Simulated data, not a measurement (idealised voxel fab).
voxel self aligned contacts: a process module
Cross-section cut spans 160 nm and uses square cells 5 nm in size.
Reading order for cross-sections: top band down to bottom band. Underlying form: a grid of square cells. Band size: one or more rows of cells.
Look at the band entry: it leads with the top's height and the bottom's height in nm. Then it lists the materials left to right, with a width in nm for each. The word "throughout" on a single material says that material fills the band edge to edge. The word "blank" is empty space.
Heights are reckoned from 0. Under this level, the received wafer is all of one material. The bottommost band is open-ended downward, for example "z 0 and below".
Width: "30 to 40" (first number = top row, second number = bottom row, same change from row to row of cells).
"same as before", as given for a step, is the statement that not any cell of the cross-section underwent a change during that step.
Any empty space of 8 cells or more lacking an open way to the top shows up in "Closed void catalog" as width x height at distance, distance from the left edge, in nm.
On each step's line, the part that comes after the settings is the simulator's own comment on the step.
overlay nm: mask right of planned place by this much (step with mask). Neg. = left.

THE STEPS PLANNED FOR THE PROCESS ARE AS FOLLOWS
1,RECEIVE, material Si
2,CONFORMAL_DEP, material SiO2, thk nm 5
3,DIRECTIONAL_DEP, material polySi, thk nm 20
4,DIRECTIONAL_DEP, material SiN, thk nm 25
5,MASKED_ETCH, tone cover, mask id GATE, width nm 25, pitch nm 60, etch materials SiN, depth nm 25, overlay nm 0
6,MASKED_ETCH, tone cover, mask id GATE, width nm 25, pitch nm 60, etch materials polySi, depth nm 20, overlay nm 0
7,CONFORMAL_DEP, material SiN, thk nm 10
8,DIRECTIONAL_ETCH, etch materials SiN, depth nm 10
9,FILL_DEP, material SiO2, thk nm 20
10,CMP, height nm 60
11,MASKED_ETCH, tone open, mask id CONTACT, width nm 45, etch materials SiO2, depth nm 60, overlay nm -15
12,CONFORMAL_DEP, material TiN, thk nm 5
13,FILL_DEP, material Ru, thk nm 10
14,CMP, height nm 60
15,CONFORMAL_DEP, material SiCN, thk nm 5
Don't read the plan's overlay nm for step 11 as applying to every wafer: that's the first wafer's value, and the wafers differ in it, though they all start identical.

CROSS-SECTIONAL VIEW OF THE FIRST OF SEVERAL WAFERS IN THE AS-RECEIVED CONDITION, CORRESPONDING TO THE STATE FOLLOWING STEP 1
	z 0 and below | Si throughout
	Closed void catalog: none

TABULATED BELOW, WAFER BY WAFER, ARE THE END-OF-MODULE RESULTS: FOR EACH MATERIAL, THE NUMBER OF CELLS GAINED (+) OR LOST (-) RELATIVE TO THE AS-RECEIVED STATE, FOLLOWED BY THE CLOSED VOIDS
overlay nm -15 | +17 Ru | +32 SiCN | +122 SiN | +174 SiO2 | +31 TiN | +40 polySi | Closed void catalog: none
overlay nm -10 | +17 Ru | +32 SiCN | +122 SiN | +174 SiO2 | +31 TiN | +40 polySi | Closed void catalog: none
overlay nm -5 | +17 Ru | +32 SiCN | +122 SiN | +174 SiO2 | +31 TiN | +40 polySi | Closed void catalog: none
overlay nm 0 | +17 Ru | +32 SiCN | +122 SiN | +174 SiO2 | +31 TiN | +40 polySi | Closed void catalog: none
overlay nm 5 | +17 Ru | +32 SiCN | +122 SiN | +174 SiO2 | +31 TiN | +40 polySi | Closed void catalog: none
overlay nm 10 | +17 Ru | +32 SiCN | +122 SiN | +174 SiO2 | +31 TiN | +40 polySi | Closed void catalog: none
overlay nm 15 | +17 Ru | +32 SiCN | +122 SiN | +174 SiO2 | +31 TiN | +40 polySi | Closed void catalog: none
